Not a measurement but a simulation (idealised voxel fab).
The document below concerns the process module designated voxel released beams.
Each square cell in cross-section cut measures 5 nm, and the section as a whole is 265 nm wide.
Cross-section spec: square-cell grid; bands listed top down; each band is one or more rows.
Top, bottom (nm), then materials left to right with widths (nm); lone material tagged "edge to edge" fills the whole band edge to edge; "empty" = empty space.
Heights from 0 (as-received wafer is one material below). Bottom band endless downward, as "0 -> down".
A width given as "30 to 40" starts at the first number in the band's top row and ends at the second number in its bottom row, shifting by an equal amount at every step from row to row.
A step reported as "left unchanged" is a step in which no cell of the cross-section changed.
Each empty space that has no open way to the top and spans at least 8 cells appears under "Closed empty spaces" as width x height at distance, the distance counted from the left edge, all in nm.
Read whatever lies past the settings on a step's line as the simulator's own remark about the step.
If you see "overlay nm" on a step's line and that step has a mask, it's telling you how far right of where it was planned the mask ended up; a negative number means it went left instead.
**Process steps (planned)**
- 1: RECEIVE (material Si)
- 2: CONFORMAL_DEP (material SiN; thk nm 5)
- 3: DIRECTIONAL_DEP (material SiO2; thk nm 20)
- 4: DIRECTIONAL_DEP (material aC; thk nm 10)
- 5: PATTERN (tone open; mask id ANCHOR; material resist; width nm 25; thk nm 25; overlay nm 0)
- 6: DIRECTIONAL_ETCH (etch materials aC; depth nm 10)
- 7: STRIP (etch materials resist)
- 8: DIRECTIONAL_ETCH (etch materials SiO2; depth nm 20)
- 9: STRIP (etch materials aC)
- 10: CONFORMAL_DEP (material W; thk nm 10)
- 11: MASKED_ETCH (tone cover; mask id BEAM; width nm 95; etch materials W; depth nm 10; overlay nm 0)
- 12: STRIP (etch materials SiO2)
**Received-state cross-section, reflecting completion of step 1**
0 -> down  Si edge to edge
Closed empty spaces: none
**Wafer at module end, in section. Began as above, planned as above, run with one mistake**
25 -> 5  85 nm SiO2 | 25 nm empty | 155 nm SiO2
5 -> 0  SiN edge to edge
0 -> down  Si edge to edge
Closed empty spaces: none
It is concluded that the wafer was processed incorrectly with respect to the plan, in that step 12 ran as: STRIP (etch materials W)
